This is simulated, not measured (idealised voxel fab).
The name of this process module is voxel gate over fins.
Cross-section cut spans 170 nm and uses square cells 5 nm in size.
For the purposes of this document, a cross-section shall be understood as a grid of square cells, specified as bands listed in top-to-bottom order, each band consisting of one or more rows of cells. This entry defines a band. It first specifies the height of the band's top and the height of its bottom in nm, and then specifies the band's materials from left to right, stating each material with its width in nm. The word "all across" identifies a single material that fills the band from edge to edge, while the word "empty" identifies empty space. Measure heights from 0. That's the level where, below it, the as-received wafer is all one material. The lowest band is bottomless and extends downward; write it as in "0 and below". Graded width ("30 to 40"): value in top row of band = first number; value in bottom row = second number; row-to-row change constant. The cross-section has no changed cell in any step marked "identical to before". Entry "Voids, fully enclosed" = empty spaces >= 8 cells with no open way to the top; each as width x height at distance, distance from left edge, all nm. If you see something after the settings on a step's line, that's the simulator's own remark about that step. overlay nm: mask offset rightward from planned place, masked step; negative means leftward offset.

-- These are the steps we planned for the process
1) op RECEIVE | material Si
2) op CONFORMAL_DEP | material SiN | thk nm 10
3) op DIRECTIONAL_DEP | material aC | thk nm 15
4) op PATTERN | tone cover | mask id FINS | material resist | width nm 15 | pitch nm 45 | thk nm 30 | overlay nm 0
5) op DIRECTIONAL_ETCH | etch materials aC | depth nm 15
6) op STRIP | etch materials resist
7) op DIRECTIONAL_ETCH | etch materials SiN | depth nm 10
8) op DIRECTIONAL_ETCH | etch materials Si | depth nm 40
9) op STRIP | etch materials aC
10) op FILL_DEP | material SiO2 | thk nm 10
11) op CMP | height nm 10
12) op SELECTIVE_ETCH | etch materials SiO2 | depth nm 25
13) op STRIP | etch materials SiN
14) op CONFORMAL_DEP | material HfO2 | thk nm 5
15) op CONFORMAL_DEP | material TiN | thk nm 5
16) op CONFORMAL_DEP | material TiAl | thk nm 5
17) op CONFORMAL_DEP | material TiN | thk nm 5
18) op FILL_DEP | material W | thk nm 15
19) op CMP | height nm 30
20) op CONFORMAL_DEP | material SiCN | thk nm 10

-- The cross-section here shows the wafer as received, i.e. in its state after step 1
  0 and below | Si all across
  Voids, fully enclosed: none

-- Cross-section taken at module completion on the first of two wafers; processed per the plan
  40 down to 30 | SiCN all across
  30 down to 20 | W all across
  20 down to 15 | W=35  TiN=100  W=35
  15 down to 10 | W=35  TiN=5  TiAl=90  TiN=5  W=35
  10 down to 5 | W=35  TiN=5  TiAl=5  TiN=35  TiAl=10  TiN=35  TiAl=5  TiN=5  W=35
  5 down to 0 | TiN=40  TiAl=5  TiN=5  HfO2=25  TiN=5  TiAl=10  TiN=5  HfO2=25  TiN=5  TiAl=5  TiN=40
  0 down to -5 | TiAl=45  TiN=5  HfO2=5  Si=15  HfO2=5  TiN=5  TiAl=10  TiN=5  HfO2=5  Si=15  HfO2=5  TiN=5  TiAl=45
  -5 down to -10 | TiN=50  HfO2=5  Si=15  HfO2=5  TiN=20  HfO2=5  Si=15  HfO2=5  TiN=50
  -10 down to -15 | HfO2=55  Si=15  HfO2=30  Si=15  HfO2=55
  -15 down to -40 | SiO2=55  Si=15  SiO2=30  Si=15  SiO2=55
  -40 and below | Si all across
  Voids, fully enclosed: none

-- Wafer two, end of module, cross-section. Same start, same plan as wafer one. One mistake in the run
  40 down to 30 | SiCN all across
  30 down to 20 | W all across
  20 down to 15 | TiN all across
  15 down to 10 | TiAl all across
  10 down to 5 | TiN all across
  5 down to 0 | HfO2=60  TiN=5  HfO2=40  TiN=5  HfO2=60
  0 down to -10 | Si=55  HfO2=5  TiN=5  HfO2=5  Si=30  HfO2=5  TiN=5  HfO2=5  Si=55
  -10 down to -15 | Si=55  HfO2=15  Si=30  HfO2=15  Si=55
  -15 down to -40 | Si=55  SiO2=15  Si=30  SiO2=15  Si=55
  -40 and below | Si all across
  Voids, fully enclosed: none
Run error: off-plan run, step 4, actual operation and settings op PATTERN | tone open | mask id FINS | material resist | width nm 15 | pitch nm 45 | thk nm 30 | overlay nm 0
Final comparison by cell count, materials where the second wafer has more or fewer than the first: +176 Si; -110 SiO2; -12 TiAl; -12 TiN; -42 W
